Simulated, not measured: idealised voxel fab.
process module | voxel transistor to metal
cross-section cut | 180 nm wide | cells 5 nm
A cross-section is a grid of square cells, given in bands from the top down. A band is one or more rows of cells.
Each band's line starts with the height of the band's top and of its bottom, in nm. Then come its materials from left to right, each with its width in nm. One material with "throughout" fills the band from edge to edge. "air" is empty space.
Height 0 is the level under which the wafer as received is all one material. The lowest band goes on downwards, as in "0 down".
A width such as "30 to 40" changes by the same amount from each row of cells to the next, from the band's top row to its bottom row.
"no change" after a step means that no cell of the cross-section changed.
closed voids: empty space of 8 cells or more with no open way to the top, each as width x height at its distance from the left edge, in nm
after a step's settings: what the simulator itself notes on the step
overlay nm, on a step with a mask: how far to the right of its planned place the mask lay; to the left if negative
plan
1 op RECEIVE | material Si
2 op OXIDIZE | depth nm 5
3 op CONFORMAL_DEP | material SiN | thk nm 10
4 op DIRECTIONAL_DEP | material aC | thk nm 15
5 op PATTERN | tone cover | mask id ACTIVE | material resist | width nm 125 | thk nm 35 | overlay nm 0
6 op DIRECTIONAL_ETCH | etch materials aC | depth nm 15
7 op STRIP | etch materials resist
8 op DIRECTIONAL_ETCH | etch materials SiN | depth nm 10
9 op DIRECTIONAL_ETCH | etch materials SiO2 | depth nm 5
10 op DIRECTIONAL_ETCH | etch materials Si | depth nm 35
11 op STRIP | etch materials aC
12 op OXIDIZE | depth nm 5
13 op FILL_DEP | material SiO2 | thk nm 5
14 op CMP | height nm 10
15 op SELECTIVE_ETCH | etch materials SiO2 | depth nm 5
16 op STRIP | etch materials SiN
17 op SELECTIVE_ETCH | etch materials SiO2 | depth nm 5
18 op OXIDIZE | depth nm 5
19 op DIRECTIONAL_DEP | material polySi | thk nm 25
20 op DIRECTIONAL_DEP | material SiCN | thk nm 15
21 op DIRECTIONAL_DEP | material aC | thk nm 10
22 op PATTERN | tone cover | mask id GATE | material resist | width nm 35 | thk nm 30 | overlay nm 0
23 op DIRECTIONAL_ETCH | etch materials aC | depth nm 10
24 op STRIP | etch materials resist
25 op DIRECTIONAL_ETCH | etch materials SiCN | depth nm 25
26 op DIRECTIONAL_ETCH | etch materials polySi | depth nm 35
27 op STRIP | etch materials aC
28 op CONFORMAL_DEP | material SiN | thk nm 5
29 op DIRECTIONAL_ETCH | etch materials SiN | depth nm 5
30 op DIRECTIONAL_ETCH | etch materials SiO2 | depth nm 5
31 op DIRECTIONAL_ETCH | etch materials Si | depth nm 5
32 op EPI | material pSi | thk nm 10
33 op FILL_DEP | material SiO2 | thk nm 10
34 op CMP | height nm 20
35 op STRIP | etch materials polySi
36 op SELECTIVE_ETCH | etch materials SiO2 | depth nm 5
37 op CONFORMAL_DEP | material HfO2 | thk nm 5
38 op CONFORMAL_DEP | material TiN | thk nm 5
39 op FILL_DEP | material W | thk nm 10
40 op CMP | height nm 15
41 op DIRECTIONAL_DEP | material SiO2 | thk nm 10
42 op MASKED_ETCH | tone open | mask id CONTACT | width nm 15 | pitch nm 90 | etch materials SiO2 | depth nm 30 | overlay nm -15
43 op CONFORMAL_DEP | material TiN | thk nm 5
44 op FILL_DEP | material W | thk nm 5
45 op CMP | height nm 25
46 op CONFORMAL_DEP | material SiN | thk nm 5
47 op DIRECTIONAL_DEP | material lowk | thk nm 20
48 op PATTERN | tone open | mask id METAL_1 | material resist | width nm 15 | pitch nm 90 | thk nm 15 | overlay nm 0
49 op DIRECTIONAL_ETCH | etch materials lowk | depth nm 20
50 op DIRECTIONAL_ETCH | etch materials SiN | depth nm 5
51 op STRIP | etch materials resist
52 op CONFORMAL_DEP | material TiN | thk nm 5
53 op FILL_DEP | material Cu | thk nm 5
54 op CMP | height nm 50
55 op EPI | material Ru | thk nm 5
56 op FILL_DEP | material SiCN | thk nm 5
varied across the wafers: overlay nm of step 42. The plan shows the first wafer's value. All wafers start alike
first wafer as received, after step 1
  0 down: Si throughout
  closed voids: none
each wafer at the end: cells of each material gained (+) or lost (-) since it was received, then its closed voids
overlay nm -15 | +8 Cu | +17 HfO2 | +10 Ru | -177 Si | +62 SiCN | +40 SiN | +243 SiO2 | +58 TiN | +17 W | +120 lowk | +34 pSi | closed voids: none
overlay nm -10 | +8 Cu | +17 HfO2 | +10 Ru | -177 Si | +62 SiCN | +40 SiN | +241 SiO2 | +59 TiN | +18 W | +120 lowk | +34 pSi | closed voids: none
overlay nm -5 | +8 Cu | +17 HfO2 | +10 Ru | -177 Si | +62 SiCN | +40 SiN | +240 SiO2 | +59 TiN | +19 W | +120 lowk | +34 pSi | closed voids: none
overlay nm 0 | +8 Cu | +17 HfO2 | +10 Ru | -177 Si | +62 SiCN | +40 SiN | +240 SiO2 | +59 TiN | +19 W | +120 lowk | +34 pSi | closed voids: none
overlay nm 5 | +8 Cu | +17 HfO2 | +10 Ru | -177 Si | +62 SiCN | +40 SiN | +240 SiO2 | +59 TiN | +19 W | +120 lowk | +34 pSi | closed voids: none
overlay nm 10 | +8 Cu | +17 HfO2 | +10 Ru | -177 Si | +62 SiCN | +40 SiN | +241 SiO2 | +59 TiN | +18 W | +120 lowk | +34 pSi | closed voids: none
overlay nm 15 | +8 Cu | +17 HfO2 | +10 Ru | -177 Si | +62 SiCN | +40 SiN | +243 SiO2 | +58 TiN | +17 W | +120 lowk | +34 pSi | closed voids: none
